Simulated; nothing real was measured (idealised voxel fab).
The process module presented herein is designated voxel transistor to metal.
Section shown: cut. Width: 145 nm. Cell size: 5 nm, square.
Format of a cross-section: grid, square cells. Given as bands. Order: top down. Band: one or more rows of cells. Quick guide to a band line: top height, bottom height (nm) up front; then every material left to right with its width in nm. Only one material and it's marked "all across"? Then it fills the band edge to edge. And "empty" just means empty space. The reference from which all heights are counted is 0, the level beneath which the as-received wafer is entirely one material; the lowest band, having no lower bound, proceeds downward and is written after the example "top 0, no bottom". Per-row width for "30..40": begins at first number (top row of band), ends at second number (bottom row), increment between rows held constant. Take "changes: none" at face value: in the step it is given for, the cross-section changed in none of its cells. You'll see "Sealed void list" listing empty spaces that have no way open to the top, as long as they're 8 cells or more; the notation is width x height at distance, where the distance is from the left edge, and all of it is in nm. Anything after a step's settings on that line? It's the simulator's own note about the step. What "overlay nm" on a step's line means: if the step has a mask, that mask lay this far to the right of its planned place, or, when the value is negative, to the left.
**Set out below are the planned steps of the process**
1: RECEIVE [material Si]
2: OXIDIZE [depth nm 5]
3: CONFORMAL_DEP [material SiN] [thk nm 10]
4: DIRECTIONAL_DEP [material aC] [thk nm 10]
5: PATTERN [tone cover] [mask id ACTIVE] [material resist] [width nm 105] [thk nm 30] [overlay nm 0]
6: DIRECTIONAL_ETCH [etch materials aC] [depth nm 10]
7: STRIP [etch materials resist]
8: DIRECTIONAL_ETCH [etch materials SiN] [depth nm 10]
9: DIRECTIONAL_ETCH [etch materials SiO2] [depth nm 5]
10: DIRECTIONAL_ETCH [etch materials Si] [depth nm 25]
11: STRIP [etch materials aC]
12: FILL_DEP [material SiO2] [thk nm 5]
13: CMP [height nm 10]
14: SELECTIVE_ETCH [etch materials SiO2] [depth nm 10]
15: STRIP [etch materials SiN]
16: SELECTIVE_ETCH [etch materials SiO2] [depth nm 5]
17: OXIDIZE [depth nm 5]
18: DIRECTIONAL_DEP [material polySi] [thk nm 30]
19: DIRECTIONAL_DEP [material SiCN] [thk nm 10]
20: DIRECTIONAL_DEP [material aC] [thk nm 15]
21: PATTERN [tone cover] [mask id GATE] [material resist] [width nm 35] [thk nm 30] [overlay nm 0]
22: DIRECTIONAL_ETCH [etch materials aC] [depth nm 15]
23: STRIP [etch materials resist]
24: DIRECTIONAL_ETCH [etch materials SiCN] [depth nm 20]
25: DIRECTIONAL_ETCH [etch materials polySi] [depth nm 40]
26: STRIP [etch materials aC]
27: CONFORMAL_DEP [material SiN] [thk nm 5]
28: DIRECTIONAL_ETCH [etch materials SiN] [depth nm 5]
29: DIRECTIONAL_ETCH [etch materials SiO2] [depth nm 5]
30: DIRECTIONAL_ETCH [etch materials Si] [depth nm 5]
31: EPI [material SiGe] [thk nm 5]
32: FILL_DEP [material SiO2] [thk nm 10]
33: CMP [height nm 25]
34: STRIP [etch materials polySi]
35: SELECTIVE_ETCH [etch materials SiO2] [depth nm 5]
36: CONFORMAL_DEP [material HfO2] [thk nm 5]
37: CONFORMAL_DEP [material TiN] [thk nm 5]
38: FILL_DEP [material W] [thk nm 5]
39: CMP [height nm 20]
40: DIRECTIONAL_DEP [material SiO2] [thk nm 15]
41: DIRECTIONAL_DEP [material aC] [thk nm 10]
42: PATTERN [tone open] [mask id CONTACT] [material resist] [width nm 15] [pitch nm 80] [thk nm 30] [overlay nm 0]
43: DIRECTIONAL_ETCH [etch materials aC] [depth nm 10]
44: STRIP [etch materials resist]
45: DIRECTIONAL_ETCH [etch materials SiO2] [depth nm 45]
46: STRIP [etch materials aC]
47: CONFORMAL_DEP [material TiN] [thk nm 5]
48: FILL_DEP [material Ru] [thk nm 5]
49: CMP [height nm 35]
50: CONFORMAL_DEP [material SiCN] [thk nm 5]
51: DIRECTIONAL_DEP [material SiO2] [thk nm 25]
52: MASKED_ETCH [tone open] [mask id METAL_1] [width nm 15] [pitch nm 80] [etch materials SiO2] [depth nm 25] [overlay nm -10]
53: MASKED_ETCH [tone open] [mask id METAL_1] [width nm 15] [pitch nm 80] [etch materials SiCN] [depth nm 5] [overlay nm 0]
54: CONFORMAL_DEP [material TiN] [thk nm 5]
55: FILL_DEP [material Ru] [thk nm 5]
56: CMP [height nm 65]
57: EPI [material Ru] [thk nm 5]
58: FILL_DEP [material SiCN] [thk nm 5]
Wafers differ in overlay nm at step 52; plan lists the first wafer's value; identical starting state.
**Cross-section of the first of several wafers as received (after step 1)**
    top 0, no bottom  Si all across
    Sealed void list: none
**Quick key for the table: a row per wafer, taken at the end of the module. For each material it tells you how many cells the wafer gained (+) or lost (-) since it came in, and the closed voids come after**
overlay nm -10 | +19 HfO2 | +34 Ru | -102 Si | +75 SiCN | +14 SiGe | +10 SiN | +298 SiO2 | +75 TiN | +12 W | Sealed void list: none
overlay nm -5 | +19 HfO2 | +34 Ru | -102 Si | +73 SiCN | +14 SiGe | +10 SiN | +298 SiO2 | +77 TiN | +12 W | Sealed void list: none
overlay nm 0 | +19 HfO2 | +36 Ru | -102 Si | +71 SiCN | +14 SiGe | +10 SiN | +298 SiO2 | +77 TiN | +12 W | Sealed void list: none
overlay nm 5 | +19 HfO2 | +34 Ru | -102 Si | +73 SiCN | +14 SiGe | +10 SiN | +298 SiO2 | +77 TiN | +12 W | Sealed void list: none
overlay nm 10 | +19 HfO2 | +34 Ru | -102 Si | +75 SiCN | +14 SiGe | +10 SiN | +298 SiO2 | +75 TiN | +12 W | Sealed void list: none
